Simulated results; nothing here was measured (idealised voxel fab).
Module name: voxel quadruple lines (process module)
Cross-section cut spans 190 nm and uses square cells 5 nm in size.
We lay out every cross-section as a grid of square cells and spell it out in bands from the top down, where one band means one or more rows of cells.
A band entry consists of two parts. The first gives the height of the band's top and the height of its bottom, in nm. The rest lists the band's materials from left to right, each with its width in nm. A single material labelled with the word "all across" fills the band from edge to edge, and the word "air" marks empty space.
Height reference: 0 = level under which incoming wafer is all one material. Lowest band: no bottom, runs on downward, e.g. "z 0 and below".
So if you see something like "30..40" for the width, read it as the top row of the band sitting at the first number and the bottom row at the second, with every row in between moving by the same amount as the last.
What does "stayed the same" mean for a step? It means no cell of the cross-section changed in that step.
If an empty space has no open way to the top and is at least 8 cells in size, "Closed cavities" lists it, written width x height at distance, where distance is measured from the left edge and every value is in nm.
On each step's line, the part that comes after the settings is the simulator's own comment on the step.
The optional step-line setting "overlay nm" applies to steps with a mask and quantifies how far to the right of its planned location the mask lay, a negative value indicating leftward placement.

BELOW IS THE LIST OF PLANNED PROCESS STEPS
1) RECEIVE: material Si
2) CONFORMAL_DEP: material SiO2, thk nm 10
3) DIRECTIONAL_DEP: material TiN, thk nm 10
4) DIRECTIONAL_DEP: material polySi, thk nm 20
5) DIRECTIONAL_DEP: material aC, thk nm 25
6) PATTERN: tone cover, mask id MANDREL, material resist, width nm 20, thk nm 35, overlay nm 0
7) DIRECTIONAL_ETCH: etch materials aC, depth nm 25
8) STRIP: etch materials resist
9) CONFORMAL_DEP: material SiO2, thk nm 10
10) DIRECTIONAL_ETCH: etch materials SiO2, depth nm 10
11) STRIP: etch materials aC
12) DIRECTIONAL_ETCH: etch materials polySi, depth nm 20
13) STRIP: etch materials SiO2
14) CONFORMAL_DEP: material SiN, thk nm 5
15) DIRECTIONAL_ETCH: etch materials SiN, depth nm 5
16) STRIP: etch materials polySi
17) DIRECTIONAL_ETCH: etch materials TiN, depth nm 10
18) STRIP: etch materials SiN
19) FILL_DEP: material SiO2, thk nm 10
20) CMP: height nm 20

CROSS-SECTION OF THE INCOMING WAFER, STATE AFTER STEP 1
- z 0 and below = Si all across
- Closed cavities: none

ONE MISTAKE IN RUNNING THE MODULE, OTHERWISE START AND PLAN AS ABOVE: CROSS-SECTION AT THE END
- z 20 to 15 = SiO2 all across
- z 15 to 10 = SiO2 (70) / TiN (5) / SiO2 (10) / TiN (5) / SiO2 (10) / TiN (5) / SiO2 (10) / TiN (5) / SiO2 (70)
- z 10 to 0 = SiO2 all across
- z 0 and below = Si all across
- Closed cavities: none
Where did the run depart from the plan? step 3 was processed under conditions differing from the plan, specifically as DIRECTIONAL_DEP: material TiN, thk nm 5
